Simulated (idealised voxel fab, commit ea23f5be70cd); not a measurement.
This section sets out a process module, namely voxel wiring stack.
Cross-section cut: width 200 nm, square cells of 5 nm.
The cross-sections in this document take the form of a grid made of square cells. They are written out as bands, in order from top to bottom. Each band consists of one or more rows of cells. In this notation a band is specified by the heights of its top and bottom, in that order and in nm, after which its materials appear from left to right, each paired with its width in nm. The word "all across" attached to a single material means that material fills the band from edge to edge; the word "empty" stands for empty space. Heights are measured from 0, the level below which the as-received wafer is all one material; the lowest band has no bottom and continues downward, written as in "0 -> down". The width entry "30..40" should be interpreted row by row: the top row of cells in the band takes the first number, the bottom row takes the second number, and the change between adjacent rows is uniform throughout. It should be understood that the words "no alterations made", when stated for a given step, signify that the cross-section underwent no change in any of its cells during that step. "Enclosed void list": empty spaces of 8 cells or more with no open way to the top, each given as width x height at distance, distance from the left edge, all in nm. Whatever follows a step's settings on its line is a remark the simulator itself makes about that step. The setting "overlay nm" may be written on the line of a step. When the step uses a mask, the value reports how far to the right of the planned place the mask lay, and a negative value reports that it lay to the left.
-- Planned process steps
1: RECEIVE: material Si
2: CONFORMAL_DEP: material SiO2, thk nm 15
3: DIRECTIONAL_DEP: material TiN, thk nm 5
4: DIRECTIONAL_DEP: material Ru, thk nm 20
5: MASKED_ETCH: tone cover, mask id METAL_1, width nm 30, pitch nm 60, etch materials Ru, depth nm 20, overlay nm 0
6: MASKED_ETCH: tone cover, mask id METAL_1, width nm 30, pitch nm 60, etch materials TiN, depth nm 5, overlay nm 0
7: CONFORMAL_DEP: material SiCN, thk nm 5
8: FILL_DEP: material SiO2, thk nm 5
9: CMP: height nm 40
10: CONFORMAL_DEP: material SiCN, thk nm 5
11: DIRECTIONAL_DEP: material lowk, thk nm 30
12: PATTERN: tone open, mask id METAL_2_HOLES, material resist, width nm 15, pitch nm 60, thk nm 20, overlay nm 0
13: DIRECTIONAL_ETCH: etch materials lowk, depth nm 30
14: STRIP: etch materials resist
15: MASKED_ETCH: tone open, mask id METAL_2, width nm 30, pitch nm 60, etch materials lowk, depth nm 20, overlay nm 0
16: MASKED_ETCH: tone open, mask id METAL_2, width nm 30, pitch nm 60, etch materials SiCN, depth nm 5, overlay nm 0
17: CONFORMAL_DEP: material TiN, thk nm 5
18: FILL_DEP: material Cu, thk nm 10
19: CMP: height nm 75
20: CONFORMAL_DEP: material SiCN, thk nm 5
21: DIRECTIONAL_DEP: material lowk, thk nm 35
22: MASKED_ETCH: tone open, mask id METAL_3, width nm 30, pitch nm 60, etch materials lowk, depth nm 20, overlay nm 0
23: MASKED_ETCH: tone open, mask id METAL_3_HOLES, width nm 15, etch materials lowk, depth nm 15, overlay nm 0
24: MASKED_ETCH: tone open, mask id METAL_3_HOLES, width nm 15, etch materials SiCN, depth nm 5, overlay nm 0
25: CONFORMAL_DEP: material TiN, thk nm 5
26: FILL_DEP: material Ru, thk nm 10
27: CMP: height nm 115
28: CONFORMAL_DEP: material SiCN, thk nm 5
-- Cross-section: wafer on arrival = after step 1
* 0 -> down = Si all across
* Enclosed void list: none
-- The cross-section shown corresponds to the wafer at the conclusion of the module. The initial structure and the process plan are those presented above; however, one mistake occurred in executing the plan
* 120 -> 115 = SiCN all across
* 115 -> 100 = 55 of lowk / 5 of TiN / 20 of Ru / 5 of TiN / 30 of lowk / 5 of TiN / 20 of Ru / 5 of TiN / 55 of lowk
* 100 -> 95 = 55 of lowk / 5 of TiN / 5 of Ru / 20 of TiN / 30 of lowk / 30 of TiN / 55 of lowk
* 95 -> 85 = 55 of lowk / 5 of TiN / 5 of Ru / 5 of TiN / 130 of lowk
* 85 -> 80 = 55 of lowk / 15 of TiN / 130 of lowk
* 80 -> 75 = 55 of SiCN / 5 of TiN / 140 of SiCN
* 75 -> 60 = 55 of lowk / 5 of TiN / 20 of Cu / 5 of TiN / 30 of lowk / 5 of TiN / 20 of Cu / 5 of TiN / 55 of lowk
* 60 -> 55 = 55 of lowk / 5 of TiN / 5 of Cu / 20 of TiN / 30 of lowk / 5 of TiN / 5 of Cu / 20 of TiN / 55 of lowk
* 55 -> 45 = 55 of lowk / 5 of TiN / 5 of Cu / 5 of TiN / 45 of lowk / 5 of TiN / 5 of Cu / 5 of TiN / 70 of lowk
* 45 -> 40 = 55 of SiCN / 15 of TiN / 45 of SiCN / 15 of TiN / 70 of SiCN
* 40 -> 20 = 50 of SiO2 / 5 of SiCN / 30 of Ru / 5 of SiCN / 20 of SiO2 / 5 of SiCN / 30 of Ru / 5 of SiCN / 50 of SiO2
* 20 -> 15 = 55 of SiCN / 30 of TiN / 30 of SiCN / 30 of TiN / 55 of SiCN
* 15 -> 0 = SiO2 all across
* 0 -> down = Si all across
* Enclosed void list: none
What broke from the plan during processing? step 24 ran differently from the plan; actual operation with settings: MASKED_ETCH: tone open, mask id METAL_3_HOLES, width nm 15, etch materials SiCN, depth nm 5, overlay nm -10
